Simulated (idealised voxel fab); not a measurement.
The process module that follows is named voxel transistor to metal.
Pictured: cross-section cut, 185 nm wide, on a grid of 5 nm square cells.
The cross-sections in this document take the form of a grid made of square cells. They are written out as bands, in order from top to bottom. Each band consists of one or more rows of cells. Heights first: top, then bottom, in nm. Then materials, left to right, each with a width in nm. "throughout" on a single material: fills the band edge to edge. "blank": empty space. Heights are reckoned from 0. Under this level, the received wafer is all of one material. The bottommost band is open-ended downward, for example "from 0 down". The notation "30..40" denotes a width that varies across the rows of cells in the band, beginning at the first number in the top row, finishing at the second number in the bottom row, and changing by an identical amount from each row to the next. Basically "no alteration" means that step didn't change any cell in the cross-section. The list in "Non-vented voids" covers empty spaces of 8 cells or more that cannot reach the top through any open way, and it gives each as width x height at distance; the distance is from the left edge, and width, height and distance are in nm. Note: text after step settings on the step line = simulator remark on that step. The line of a step may include "overlay nm". On a step with a mask, this value is how far to the right of its planned place the mask lay. A negative value means the mask lay to the left.

[Below is the list of planned process steps]
step 1: RECEIVE (material Si)
step 2: OXIDIZE (depth nm 5)
step 3: CONFORMAL_DEP (material SiN; thk nm 10)
step 4: DIRECTIONAL_DEP (material aC; thk nm 10)
step 5: PATTERN (tone cover; mask id ACTIVE; material resist; width nm 105; thk nm 25; overlay nm 0)
step 6: DIRECTIONAL_ETCH (etch materials aC; depth nm 10)
step 7: STRIP (etch materials resist)
step 8: DIRECTIONAL_ETCH (etch materials SiN; depth nm 10)
step 9: DIRECTIONAL_ETCH (etch materials SiO2; depth nm 5)
step 10: DIRECTIONAL_ETCH (etch materials Si; depth nm 35)
step 11: STRIP (etch materials aC)
step 12: OXIDIZE (depth nm 5)
step 13: FILL_DEP (material SiO2; thk nm 5)
step 14: CMP (height nm 10)
step 15: SELECTIVE_ETCH (etch materials SiO2; depth nm 5)
step 16: STRIP (etch materials SiN)
step 17: SELECTIVE_ETCH (etch materials SiO2; depth nm 5)
step 18: OXIDIZE (depth nm 5)
step 19: DIRECTIONAL_DEP (material polySi; thk nm 30)
step 20: DIRECTIONAL_DEP (material SiCN; thk nm 10)
step 21: PATTERN (tone cover; mask id GATE; material resist; width nm 25; thk nm 20; overlay nm 0)
step 22: DIRECTIONAL_ETCH (etch materials SiCN; depth nm 20)
step 23: DIRECTIONAL_ETCH (etch materials polySi; depth nm 40)
step 24: STRIP (etch materials resist)
step 25: CONFORMAL_DEP (material SiO2; thk nm 5)
step 26: DIRECTIONAL_ETCH (etch materials SiO2; depth nm 5)
step 27: CONFORMAL_DEP (material SiN; thk nm 5)
step 28: DIRECTIONAL_ETCH (etch materials SiN; depth nm 5)
step 29: DIRECTIONAL_ETCH (etch materials SiO2; depth nm 5)
step 30: DIRECTIONAL_ETCH (etch materials Si; depth nm 10)
step 31: EPI (material nSi; thk nm 10)
step 32: FILL_DEP (material SiO2; thk nm 10)
step 33: CMP (height nm 35)
step 34: DIRECTIONAL_DEP (material SiO2; thk nm 15)
step 35: PATTERN (tone open; mask id CONTACT; material resist; width nm 20; pitch nm 75; thk nm 15; overlay nm 0)
step 36: DIRECTIONAL_ETCH (etch materials SiO2; depth nm 60)
step 37: STRIP (etch materials resist)
step 38: CONFORMAL_DEP (material TiN; thk nm 5)
step 39: FILL_DEP (material Ru; thk nm 5)
step 40: CMP (height nm 50)
step 41: DIRECTIONAL_DEP (material TiN; thk nm 5)
step 42: DIRECTIONAL_DEP (material W; thk nm 15)
step 43: DIRECTIONAL_DEP (material aC; thk nm 15)
step 44: PATTERN (tone cover; mask id METAL_1; material resist; width nm 20; pitch nm 75; thk nm 35; overlay nm 0)
step 45: DIRECTIONAL_ETCH (etch materials aC; depth nm 15)
step 46: STRIP (etch materials resist)
step 47: DIRECTIONAL_ETCH (etch materials W; depth nm 15)
step 48: DIRECTIONAL_ETCH (etch materials TiN; depth nm 5)
step 49: STRIP (etch materials aC)
step 50: CONFORMAL_DEP (material SiN; thk nm 5)
step 51: FILL_DEP (material lowk; thk nm 10)
step 52: CMP (height nm 70)
step 53: CONFORMAL_DEP (material SiCN; thk nm 5)
step 54: DIRECTIONAL_DEP (material SiO2; thk nm 35)
step 55: MASKED_ETCH (tone open; mask id METAL_2; width nm 20; pitch nm 75; etch materials SiO2; depth nm 20; overlay nm 0)
step 56: MASKED_ETCH (tone open; mask id METAL_2_HOLES; width nm 15; pitch nm 75; etch materials SiO2; depth nm 15; overlay nm 0)
step 57: MASKED_ETCH (tone open; mask id METAL_2_HOLES; width nm 15; pitch nm 75; etch materials SiCN; depth nm 5; overlay nm 0)
step 58: CONFORMAL_DEP (material TiN; thk nm 5)
step 59: FILL_DEP (material Ru; thk nm 5)
step 60: CMP (height nm 110)
step 61: CONFORMAL_DEP (material SiN; thk nm 5)

[As received (post step 1): cross-section]
	from 0 down: Si throughout
	Non-vented voids: none

[Figure: cross-sectional view of the wafer upon completion of the module, processed from the initial state and according to the plan depicted above, with one error introduced during execution]
	from 115 to 110: SiN throughout
	from 110 to 95: SiO2: 45 / TiN: 5 / Ru: 10 / TiN: 5 / SiO2: 55 / TiN: 5 / Ru: 10 / TiN: 5 / SiO2: 45
	from 95 to 90: SiO2: 45 / TiN: 5 / Ru: 5 / TiN: 10 / SiO2: 55 / TiN: 5 / Ru: 5 / TiN: 10 / SiO2: 45
	from 90 to 75: SiO2: 45 / TiN: 5 / Ru: 5 / TiN: 5 / SiO2: 60 / TiN: 5 / Ru: 5 / TiN: 5 / SiO2: 50
	from 75 to 70: SiCN: 45 / TiN: 15 / SiCN: 60 / TiN: 15 / SiCN: 50
	from 70 to 65: SiN: 45 / TiN: 20 / SiN: 55 / TiN: 20 / SiN: 45
	from 65 to 50: W throughout
	from 50 to 35: SiO2: 45 / TiN: 5 / Ru: 10 / TiN: 5 / SiO2: 55 / TiN: 5 / Ru: 10 / TiN: 5 / SiO2: 45
	from 35 to 25: SiO2: 45 / TiN: 5 / Ru: 10 / TiN: 5 / SiO2: 5 / SiN: 5 / SiO2: 5 / SiCN: 25 / SiO2: 5 / SiN: 5 / SiO2: 5 / TiN: 5 / Ru: 10 / TiN: 5 / SiO2: 45
	from 25 to 5: SiO2: 45 / TiN: 5 / Ru: 10 / TiN: 5 / SiO2: 5 / SiN: 5 / SiO2: 5 / polySi: 25 / SiO2: 5 / SiN: 5 / SiO2: 5 / TiN: 5 / Ru: 10 / TiN: 5 / SiO2: 45
	from 5 to 0: SiO2: 45 / TiN: 5 / Ru: 5 / TiN: 10 / SiO2: 5 / SiN: 5 / SiO2: 5 / polySi: 25 / SiO2: 5 / SiN: 5 / SiO2: 5 / TiN: 10 / Ru: 5 / TiN: 5 / SiO2: 45
	from 0 to -5: SiO2: 40 / SiN: 5 / TiN: 5 / Ru: 5 / TiN: 5 / nSi: 10 / SiN: 5 / SiO2: 5 / polySi: 25 / SiO2: 5 / SiN: 5 / nSi: 10 / TiN: 5 / Ru: 5 / TiN: 5 / SiN: 5 / SiO2: 40
	from -5 to -10: SiO2: 45 / TiN: 15 / nSi: 10 / SiO2: 45 / nSi: 10 / TiN: 15 / SiO2: 45
	from -10 to -20: SiO2: 45 / nSi: 25 / Si: 45 / nSi: 25 / SiO2: 45
	from -20 to -45: SiO2: 45 / Si: 95 / SiO2: 45
	from -45 down: Si throughout
	Non-vented voids: none
In executing the process, a mistake was made relative to the plan: steps 41 and 42 were swapped
